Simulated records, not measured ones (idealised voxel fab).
You're looking at the process module voxel double patterning.
FYI the section here is cut, 210 nm wide, cells are 5 nm squares.
How to read a cross-section here: the picture is a grid of square cells, written as bands going from the top down, and any band can span one or more rows of cells.
For a band, the entry starts with two heights in nm, that of the top and then that of the bottom, and carries on with the band's materials in order from left to right, each alongside its width in nm; the word "throughout" beside a single material means it fills the band edge to edge, and "air" means empty space.
Heads up on the height convention: 0 is the point under which the incoming wafer is all one material, and the lowest band has no bottom, it just keeps going down, like "0..down".
A width given as "30 to 40" starts at the first number in the band's top row and ends at the second number in its bottom row, shifting by an equal amount at every step from row to row.
Step note "no alterations made" = no cross-section cell changed.
This entry, "Completely enclosed voids", enumerates those empty regions of no fewer than 8 cells that possess no open connection to the top. Each region is reported in the form width x height at distance, the distance being taken from the left edge, with all three quantities expressed in nm.
Whatever follows a step's settings on its line is a remark the simulator itself makes about that step.
overlay nm: where the mask lay relative to plan, measured to the right, on steps with a mask; negatives go left.

-- These are the steps we planned for the process
| 1 | RECEIVE with material Si |
| 2 | CONFORMAL_DEP with material SiO2, thk nm 5 |
| 3 | DIRECTIONAL_DEP with material W, thk nm 20 |
| 4 | DIRECTIONAL_DEP with material SiN, thk nm 10 |
| 5 | DIRECTIONAL_DEP with material aC, thk nm 10 |
| 6 | PATTERN with tone open, mask id FIRST, material resist, width nm 15, pitch nm 50, thk nm 30, overlay nm 0 |
| 7 | DIRECTIONAL_ETCH with etch materials aC, depth nm 10 |
| 8 | STRIP with etch materials resist |
| 9 | DIRECTIONAL_ETCH with etch materials SiN, depth nm 10 |
| 10 | STRIP with etch materials aC |
| 11 | DIRECTIONAL_DEP with material aC, thk nm 15 |
| 12 | PATTERN with tone open, mask id SECOND, material resist, width nm 15, thk nm 35, overlay nm 0 |
| 13 | DIRECTIONAL_ETCH with etch materials aC, depth nm 15 |
| 14 | STRIP with etch materials resist |
| 15 | DIRECTIONAL_ETCH with etch materials SiN, depth nm 10 |
| 16 | STRIP with etch materials aC |
| 17 | DIRECTIONAL_ETCH with etch materials W, depth nm 20 |
| 18 | STRIP with etch materials SiN |

-- Received-state cross-section, reflecting completion of step 1
> 0..down: Si throughout
> Completely enclosed voids: none

-- Cross-section, first of two wafers, end of module, run as planned
> 25..5: W (70), then air (15), then W (10), then air (15), then W (10), then air (15), then W (75)
> 5..0: SiO2 throughout
> 0..down: Si throughout
> Completely enclosed voids: none

-- Wafer two (of two), end-of-module cross-section: start = wafer one, plan = wafer one, one run mistake
> 25..5: W (70), then air (20), then W (5), then air (15), then W (10), then air (20), then W (70)
> 5..0: SiO2 throughout
> 0..down: Si throughout
> Completely enclosed voids: none
Short version of what went wrong: step 6 was processed under conditions differing from the plan, specifically as PATTERN with tone open, mask id FIRST, material resist, width nm 20, pitch nm 50, thk nm 30, overlay nm 0
Per the end-of-run cell counts, the second wafer holds more or fewer of some materials than the first: 8 fewer of W
